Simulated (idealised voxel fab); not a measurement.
You're looking at the process module voxel capacitor over wiring.
Xsec cut, 240 nm wide, square cell size 5 nm.
A cross-section is written here as square cells arranged in a grid, and it is given in bands from the top down, each band taking up one or more rows of cells. Heights first: top, then bottom, in nm. Then materials, left to right, each with a width in nm. "throughout" on a single material: fills the band edge to edge. "empty": empty space. Counting heights begins at 0, where everything beneath is, in the wafer as received, one material. The lowest band has no bottom; it goes on downwards, as "0 down" shows. Think of "30 to 40" as a width that walks from the first number to the second as you go down the band, top row to bottom row, taking equal-sized steps from row to row. When a step is marked "left unchanged", none of the cells in the cross-section changed during that step. Any empty space of 8 cells or more lacking an open way to the top shows up in "Fully sealed cavities" as width x height at distance, distance from the left edge, in nm. If you see something after the settings on a step's line, that's the simulator's own remark about that step. "overlay nm" answers the question of how far to the right of plan the mask lay on a step that has a mask, and when it is negative the answer is to the left.

THE FOLLOWING LIST GIVES THE PLANNED PROCESS STEPS
1,RECEIVE | material Si
2,CONFORMAL_DEP | material SiO2 | thk nm 15
3,DIRECTIONAL_DEP | material TiN | thk nm 5
4,DIRECTIONAL_DEP | material Ru | thk nm 15
5,DIRECTIONAL_DEP | material aC | thk nm 10
6,PATTERN | tone cover | mask id METAL_1 | material resist | width nm 25 | pitch nm 75 | thk nm 25 | overlay nm 0
7,DIRECTIONAL_ETCH | etch materials aC | depth nm 10
8,STRIP | etch materials resist
9,DIRECTIONAL_ETCH | etch materials Ru | depth nm 15
10,DIRECTIONAL_ETCH | etch materials TiN | depth nm 5
11,STRIP | etch materials aC
12,FILL_DEP | material SiO2 | thk nm 10
13,CMP | height nm 35
14,CONFORMAL_DEP | material SiCN | thk nm 5
15,DIRECTIONAL_DEP | material SiO2 | thk nm 20
16,MASKED_ETCH | tone open | mask id PLUG_1 | width nm 15 | etch materials SiO2 | depth nm 20 | overlay nm 0
17,MASKED_ETCH | tone open | mask id PLUG_1 | width nm 15 | etch materials SiCN | depth nm 5 | overlay nm 0
18,EPI | material Ru | thk nm 10
19,EPI | material Ru | thk nm 10
20,EPI | material Ru | thk nm 5
21,DIRECTIONAL_DEP | material TiN | thk nm 10
22,DIRECTIONAL_DEP | material SiN | thk nm 5
23,DIRECTIONAL_DEP | material TiN | thk nm 10
24,DIRECTIONAL_DEP | material aC | thk nm 15
25,PATTERN | tone cover | mask id UPPER_PLATE | material resist | width nm 55 | thk nm 30 | overlay nm 0
26,DIRECTIONAL_ETCH | etch materials aC | depth nm 15
27,STRIP | etch materials resist
28,DIRECTIONAL_ETCH | etch materials TiN | depth nm 10
29,DIRECTIONAL_ETCH | etch materials SiN | depth nm 5
30,STRIP | etch materials aC
31,DIRECTIONAL_DEP | material aC | thk nm 15
32,PATTERN | tone cover | mask id LOWER_PLATE | material resist | width nm 65 | thk nm 30 | overlay nm 0
33,DIRECTIONAL_ETCH | etch materials aC | depth nm 15
34,STRIP | etch materials resist
35,DIRECTIONAL_ETCH | etch materials TiN | depth nm 10
36,STRIP | etch materials aC
37,FILL_DEP | material SiO2 | thk nm 15
38,CMP | height nm 95
39,DIRECTIONAL_DEP | material aC | thk nm 10
40,PATTERN | tone open | mask id PLUG_2 | material resist | width nm 15 | thk nm 30 | overlay nm 0
41,DIRECTIONAL_ETCH | etch materials aC | depth nm 10
42,STRIP | etch materials resist
43,DIRECTIONAL_ETCH | etch materials SiO2 | depth nm 10
44,STRIP | etch materials aC
45,CONFORMAL_DEP | material TiN | thk nm 5
46,FILL_DEP | material Cu | thk nm 5
47,CMP | height nm 95
48,CONFORMAL_DEP | material SiN | thk nm 5

WAFER AT RECEIPT (POST STEP 1), CROSS-SECTION
  0 down  Si throughout
  Fully sealed cavities: none

RUN AS PLANNED - FIRST OF THE TWO WAFERS CROSS-SECTIONED AT THE END OF THE MODULE
  100 to 95  SiN throughout
  95 to 90  SiO2 (90), then TiN (5), then Cu (5), then TiN (5), then SiO2 (135)
  90 to 85  SiO2 (90), then TiN (15), then SiO2 (135)
  85 to 75  SiO2 (80), then TiN (55), then SiO2 (105)
  75 to 70  SiO2 (80), then SiN (55), then SiO2 (105)
  70 to 60  SiO2 (75), then TiN (65), then SiO2 (100)
  60 to 40  SiO2 (80), then Ru (15), then SiO2 (145)
  40 to 35  SiCN (80), then Ru (15), then SiCN (145)
  35 to 20  SiO2 (70), then Ru (25), then SiO2 (50), then Ru (25), then SiO2 (70)
  20 to 15  SiO2 (70), then TiN (25), then SiO2 (50), then TiN (25), then SiO2 (70)
  15 to 0  SiO2 throughout
  0 down  Si throughout
  Fully sealed cavities: none

HERE'S THE SECOND OF OUR TWO WAFERS SECTIONED AT MODULE END. SAME START AS THE FIRST, SAME PLAN, BUT ONE MISTAKE GOT MADE RUNNING IT
  100 to 95  SiN throughout
  95 to 90  SiO2 (90), then TiN (15), then SiO2 (135)
  90 to 80  SiO2 (80), then TiN (55), then SiO2 (105)
  80 to 75  SiO2 (80), then SiN (55), then SiO2 (105)
  75 to 65  SiO2 (75), then TiN (65), then SiO2 (100)
  65 to 60  TiN throughout
  60 to 40  SiO2 (80), then Ru (15), then SiO2 (145)
  40 to 35  SiCN (80), then Ru (15), then SiCN (145)
  35 to 20  SiO2 (70), then Ru (25), then SiO2 (50), then Ru (25), then SiO2 (70)
  20 to 15  SiO2 (70), then TiN (25), then SiO2 (50), then TiN (25), then SiO2 (70)
  15 to 0  SiO2 throughout
  0 down  Si throughout
  Fully sealed cavities: none
Misprocessing identified: step 21 did not use the planned setting and instead ran as DIRECTIONAL_DEP | material TiN | thk nm 15
Final difference in cells, second wafer against first, listed per material as more or fewer: 1 fewer of Cu, 45 fewer of SiO2, 46 more of TiN
